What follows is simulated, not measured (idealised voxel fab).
process module | voxel self aligned vias
cross-section cut | 200 nm wide | cells 5 nm
A cross-section is a grid of square cells, given in bands from the top down. A band is one or more rows of cells.
Each band's line starts with the height of the band's top and of its bottom, in nm. Then come its materials from left to right, each with its width in nm. One material with "throughout" fills the band from edge to edge. "air" is empty space.
Height 0 is the level under which the wafer as received is all one material. The lowest band goes on downwards, as in "0 down".
A width such as "30 to 40" changes by the same amount from each row of cells to the next, from the band's top row to its bottom row.
"no change" after a step means that no cell of the cross-section changed.
closed voids: empty space of 8 cells or more with no open way to the top, each as width x height at its distance from the left edge, in nm
after a step's settings: what the simulator itself notes on the step
overlay nm, on a step with a mask: how far to the right of its planned place the mask lay; to the left if negative
Each pair below shows a cross-section before one step and the cross-section after it, down to the lowest band that changed. The line under each pair gives the step between them, with its settings. The pairs can come from different runs of this module on the same starting wafer, so a pair continues from the pair above only where its "before" says so.
before
  80 to 65: resist 45 | air 50 | resist 20 | air 50 | resist 35
  65 to 45: SiO2 45 | air 50 | SiO2 20 | air 50 | SiO2 35
  45 to 40: SiO2 50 | SiN 30 | SiO2 40 | SiN 30 | SiO2 50
  40 to 20: SiO2 50 | TiN 5 | Ru 20 | TiN 5 | SiO2 40 | TiN 5 | Ru 20 | TiN 5 | SiO2 50
  20 to 15: SiO2 50 | TiN 30 | SiO2 40 | TiN 30 | SiO2 50
  15 to 10: SiCN throughout
  10 to 0: SiO2 throughout
  0 down: Si throughout
  closed voids: none
after
  80 to 65: resist 45 | air 50 | resist 20 | air 50 | resist 35
  65 to 45: SiO2 45 | air 50 | SiO2 20 | air 50 | SiO2 35
  45 to 40: SiO2 50 | air 30 | SiO2 40 | air 30 | SiO2 50
  below 40: unchanged
  closed voids: none
the step between: op DIRECTIONAL_ETCH | etch materials SiN | depth nm 5
before: the cross-section after the pair above
after
  65 to 45: SiO2 45 | air 50 | SiO2 20 | air 50 | SiO2 35
  below 45: unchanged
  closed voids: none
the step between: op STRIP | etch materials resist
before: the cross-section after the pair above
after
  70 to 65: TiN 50 | air 40 | TiN 30 | air 40 | TiN 40
  65 to 50: SiO2 45 | TiN 5 | air 40 | TiN 5 | SiO2 20 | TiN 5 | air 40 | TiN 5 | SiO2 35
  50 to 45: SiO2 45 | TiN 10 | air 20 | TiN 20 | SiO2 20 | TiN 10 | air 20 | TiN 20 | SiO2 35
  45 to 40: SiO2 50 | TiN 30 | SiO2 40 | TiN 30 | SiO2 50
  below 40: unchanged
  closed voids: none
the step between: op CONFORMAL_DEP | material TiN | thk nm 5
before: the cross-section after the pair above
after
  75 to 70: W throughout
  70 to 65: TiN 50 | W 40 | TiN 30 | W 40 | TiN 40
  65 to 50: SiO2 45 | TiN 5 | W 40 | TiN 5 | SiO2 20 | TiN 5 | W 40 | TiN 5 | SiO2 35
  50 to 45: SiO2 45 | TiN 10 | W 20 | TiN 20 | SiO2 20 | TiN 10 | W 20 | TiN 20 | SiO2 35
  below 45: unchanged
  closed voids: none
the step between: op FILL_DEP | material W | thk nm 5
before: the cross-section after the pair above
after
  65 to 50: SiO2 45 | TiN 5 | W 40 | TiN 5 | SiO2 20 | TiN 5 | W 40 | TiN 5 | SiO2 35
  below 50: unchanged
  closed voids: none
the step between: op CMP | height nm 65
before: the cross-section after the pair above
after
  70 to 65: SiCN throughout
  below 65: unchanged
  closed voids: none
the step between: op CONFORMAL_DEP | material SiCN | thk nm 5
before
  10 to 0: SiO2 throughout
  0 down: Si throughout
  closed voids: none
after
  15 to 10: Ru throughout
  below 10: unchanged
  closed voids: none
the step between: op CONFORMAL_DEP | material Ru | thk nm 5
before: the cross-section after the pair above
after
  45 to 15: SiO2 throughout
  below 15: unchanged
  closed voids: none
the step between: op DIRECTIONAL_DEP | material SiO2 | thk nm 30
before: the cross-section after the pair above
after
  60 to 45: resist 50 | air 30 | resist 40 | air 30 | resist 50
  below 45: unchanged
  closed voids: none
the step between: op PATTERN | tone open | mask id LINES | material resist | width nm 30 | pitch nm 70 | thk nm 15 | overlay nm 0
before: the cross-section after the pair above
after
  60 to 45: resist 50 | air 30 | resist 40 | air 30 | resist 50
  45 to 15: SiO2 50 | air 30 | SiO2 40 | air 30 | SiO2 50
  below 15: unchanged
  closed voids: none
the step between: op DIRECTIONAL_ETCH | etch materials SiO2 | depth nm 30
before: the cross-section after the pair above
after
  45 to 15: SiO2 50 | air 30 | SiO2 40 | air 30 | SiO2 50
  below 15: unchanged
  closed voids: none
the step between: op STRIP | etch materials resist
before: the cross-section after the pair above
after
  50 to 45: TiN 55 | air 20 | TiN 50 | air 20 | TiN 55
  45 to 20: SiO2 50 | TiN 5 | air 20 | TiN 5 | SiO2 40 | TiN 5 | air 20 | TiN 5 | SiO2 50
  20 to 15: SiO2 50 | TiN 30 | SiO2 40 | TiN 30 | SiO2 50
  below 15: unchanged
  closed voids: none
the step between: op CONFORMAL_DEP | material TiN | thk nm 5
before: the cross-section after the pair above
after
  60 to 50: Ru throughout
  50 to 45: TiN 55 | Ru 20 | TiN 50 | Ru 20 | TiN 55
  45 to 20: SiO2 50 | TiN 5 | Ru 20 | TiN 5 | SiO2 40 | TiN 5 | Ru 20 | TiN 5 | SiO2 50
  below 20: unchanged
  closed voids: none
the step between: op FILL_DEP | material Ru | thk nm 10
before: the cross-section after the pair above
after
  45 to 20: SiO2 50 | TiN 5 | Ru 20 | TiN 5 | SiO2 40 | TiN 5 | Ru 20 | TiN 5 | SiO2 50
  below 20: unchanged
  closed voids: none
the step between: op CMP | height nm 45
before: the cross-section after the pair above
after
  45 to 40: SiO2 50 | air 30 | SiO2 40 | air 30 | SiO2 50
  below 40: unchanged
  closed voids: none
the step between: op SELECTIVE_ETCH | etch materials W Ru TiN | depth nm 5
before: the cross-section after the pair above
after
  50 to 45: SiN throughout
  45 to 40: SiO2 50 | SiN 30 | SiO2 40 | SiN 30 | SiO2 50
  below 40: unchanged
  closed voids: none
the step between: op FILL_DEP | material SiN | thk nm 5
before: the cross-section after the pair above
after
  45 to 40: SiO2 50 | SiN 30 | SiO2 40 | SiN 30 | SiO2 50
  below 40: unchanged
  closed voids: none
the step between: op CMP | height nm 45
before: the cross-section after the pair above
after
  65 to 45: SiO2 throughout
  below 45: unchanged
  closed voids: none
the step between: op DIRECTIONAL_DEP | material SiO2 | thk nm 20
before: the cross-section after the pair above
after
  80 to 65: resist 40 | air 50 | resist 20 | air 50 | resist 40
  below 65: unchanged
  closed voids: none
the step between: op PATTERN | tone open | mask id VIAS | material resist | width nm 50 | pitch nm 70 | thk nm 15 | overlay nm 0
before: the cross-section after the pair above
after
  80 to 65: resist 40 | air 50 | resist 20 | air 50 | resist 40
  65 to 45: SiO2 40 | air 50 | SiO2 20 | air 50 | SiO2 40
  below 45: unchanged
  closed voids: none
the step between: op DIRECTIONAL_ETCH | etch materials SiO2 | depth nm 20
before: the cross-section after the pair above
after
  80 to 65: resist 40 | air 50 | resist 20 | air 50 | resist 40
  65 to 45: SiO2 40 | air 50 | SiO2 20 | air 50 | SiO2 40
  45 to 40: SiO2 50 | air 30 | SiO2 40 | air 30 | SiO2 50
  below 40: unchanged
  closed voids: none
the step between: op DIRECTIONAL_ETCH | etch materials SiN | depth nm 5
before: the cross-section after the pair above
after
  65 to 45: SiO2 40 | air 50 | SiO2 20 | air 50 | SiO2 40
  below 45: unchanged
  closed voids: none
the step between: op STRIP | etch materials resist
before: the cross-section after the pair above
after
  70 to 65: TiN 45 | air 40 | TiN 30 | air 40 | TiN 45
  65 to 50: SiO2 40 | TiN 5 | air 40 | TiN 5 | SiO2 20 | TiN 5 | air 40 | TiN 5 | SiO2 40
  50 to 45: SiO2 40 | TiN 15 | air 20 | TiN 15 | SiO2 20 | TiN 15 | air 20 | TiN 15 | SiO2 40
  45 to 40: SiO2 50 | TiN 30 | SiO2 40 | TiN 30 | SiO2 50
  below 40: unchanged
  closed voids: none
the step between: op CONFORMAL_DEP | material TiN | thk nm 5
before: the cross-section after the pair above
after
  75 to 70: W throughout
  70 to 65: TiN 45 | W 40 | TiN 30 | W 40 | TiN 45
  65 to 50: SiO2 40 | TiN 5 | W 40 | TiN 5 | SiO2 20 | TiN 5 | W 40 | TiN 5 | SiO2 40
  50 to 45: SiO2 40 | TiN 15 | W 20 | TiN 15 | SiO2 20 | TiN 15 | W 20 | TiN 15 | SiO2 40
  below 45: unchanged
  closed voids: none
the step between: op FILL_DEP | material W | thk nm 5
before: the cross-section after the pair above
after
  65 to 50: SiO2 40 | TiN 5 | W 40 | TiN 5 | SiO2 20 | TiN 5 | W 40 | TiN 5 | SiO2 40
  below 50: unchanged
  closed voids: none
the step between: op CMP | height nm 65
before: the cross-section after the pair above
after
  70 to 65: SiCN throughout
  below 65: unchanged
  closed voids: none
the step between: op CONFORMAL_DEP | material SiCN | thk nm 5
before
  45 to 15: SiO2 throughout
  15 to 10: SiCN throughout
  10 to 0: SiO2 throughout
  0 down: Si throughout
  closed voids: none
after
  60 to 45: air 50 | resist 30 | air 40 | resist 30 | air 50
  below 45: unchanged
  closed voids: none
the step between: op PATTERN | tone cover | mask id LINES | material resist | width nm 30 | pitch nm 70 | thk nm 15 | overlay nm 0
before: the cross-section after the pair above
after
  60 to 45: air 50 | resist 30 | air 40 | resist 30 | air 50
  45 to 15: air 50 | SiO2 30 | air 40 | SiO2 30 | air 50
  below 15: unchanged
  closed voids: none
the step between: op DIRECTIONAL_ETCH | etch materials SiO2 | depth nm 30
before: the cross-section after the pair above
after
  45 to 15: air 50 | SiO2 30 | air 40 | SiO2 30 | air 50
  below 15: unchanged
  closed voids: none
the step between: op STRIP | etch materials resist
before: the cross-section after the pair above
after
  50 to 45: air 45 | TiN 40 | air 30 | TiN 40 | air 45
  45 to 20: air 45 | TiN 5 | SiO2 30 | TiN 5 | air 30 | TiN 5 | SiO2 30 | TiN 5 | air 45
  20 to 15: TiN 50 | SiO2 30 | TiN 40 | SiO2 30 | TiN 50
  below 15: unchanged
  closed voids: none
the step between: op CONFORMAL_DEP | material TiN | thk nm 5
before: the cross-section after the pair above
after
  60 to 50: Ru throughout
  50 to 45: Ru 45 | TiN 40 | Ru 30 | TiN 40 | Ru 45
  45 to 20: Ru 45 | TiN 5 | SiO2 30 | TiN 5 | Ru 30 | TiN 5 | SiO2 30 | TiN 5 | Ru 45
  below 20: unchanged
  closed voids: none
the step between: op FILL_DEP | material Ru | thk nm 10
before: the cross-section after the pair above
after
  45 to 20: Ru 45 | TiN 5 | SiO2 30 | TiN 5 | Ru 30 | TiN 5 | SiO2 30 | TiN 5 | Ru 45
  below 20: unchanged
  closed voids: none
the step between: op CMP | height nm 45
before: the cross-section after the pair above
after
  45 to 40: air 50 | SiO2 30 | air 40 | SiO2 30 | air 50
  below 40: unchanged
  closed voids: none
the step between: op SELECTIVE_ETCH | etch materials W Ru TiN | depth nm 5
before: the cross-section after the pair above
after
  50 to 45: SiN throughout
  45 to 40: SiN 50 | SiO2 30 | SiN 40 | SiO2 30 | SiN 50
  below 40: unchanged
  closed voids: none
the step between: op FILL_DEP | material SiN | thk nm 5
before: the cross-section after the pair above
after
  45 to 40: SiN 50 | SiO2 30 | SiN 40 | SiO2 30 | SiN 50
  below 40: unchanged
  closed voids: none
the step between: op CMP | height nm 45
before: the cross-section after the pair above
after
  65 to 45: SiO2 throughout
  below 45: unchanged
  closed voids: none
the step between: op DIRECTIONAL_DEP | material SiO2 | thk nm 20
before: the cross-section after the pair above
after
  80 to 65: resist 40 | air 50 | resist 20 | air 50 | resist 40
  below 65: unchanged
  closed voids: none
the step between: op PATTERN | tone open | mask id VIAS | material resist | width nm 50 | pitch nm 70 | thk nm 15 | overlay nm 0
before: the cross-section after the pair above
after
  80 to 65: resist 40 | air 50 | resist 20 | air 50 | resist 40
  65 to 45: SiO2 40 | air 50 | SiO2 20 | air 50 | SiO2 40
  below 45: unchanged
  closed voids: none
the step between: op DIRECTIONAL_ETCH | etch materials SiO2 | depth nm 20
before: the cross-section after the pair above
after
  80 to 65: resist 40 | air 50 | resist 20 | air 50 | resist 40
  65 to 45: SiO2 40 | air 50 | SiO2 20 | air 50 | SiO2 40
  45 to 40: SiN 40 | air 10 | SiO2 30 | air 10 | SiN 20 | air 10 | SiO2 30 | air 10 | SiN 40
  below 40: unchanged
  closed voids: none
the step between: op DIRECTIONAL_ETCH | etch materials SiN | depth nm 5
before: the cross-section after the pair above
after
  65 to 45: SiO2 40 | air 50 | SiO2 20 | air 50 | SiO2 40
  below 45: unchanged
  closed voids: none
the step between: op STRIP | etch materials resist
before: the cross-section after the pair above
after
  70 to 65: TiN 45 | air 40 | TiN 30 | air 40 | TiN 45
  65 to 50: SiO2 40 | TiN 5 | air 40 | TiN 5 | SiO2 20 | TiN 5 | air 40 | TiN 5 | SiO2 40
  50 to 45: SiO2 40 | TiN 50 | SiO2 20 | TiN 50 | SiO2 40
  45 to 40: SiN 40 | TiN 10 | SiO2 30 | TiN 10 | SiN 20 | TiN 10 | SiO2 30 | TiN 10 | SiN 40
  below 40: unchanged
  closed voids: none
the step between: op CONFORMAL_DEP | material TiN | thk nm 5
before: the cross-section after the pair above
after
  75 to 70: W throughout
  70 to 65: TiN 45 | W 40 | TiN 30 | W 40 | TiN 45
  65 to 50: SiO2 40 | TiN 5 | W 40 | TiN 5 | SiO2 20 | TiN 5 | W 40 | TiN 5 | SiO2 40
  below 50: unchanged
  closed voids: none
the step between: op FILL_DEP | material W | thk nm 5
before: the cross-section after the pair above
after
  65 to 50: SiO2 40 | TiN 5 | W 40 | TiN 5 | SiO2 20 | TiN 5 | W 40 | TiN 5 | SiO2 40
  below 50: unchanged
  closed voids: none
the step between: op CMP | height nm 65
before: the cross-section after the pair above
after
  70 to 65: SiCN throughout
  below 65: unchanged
  closed voids: none
the step between: op CONFORMAL_DEP | material SiCN | thk nm 5
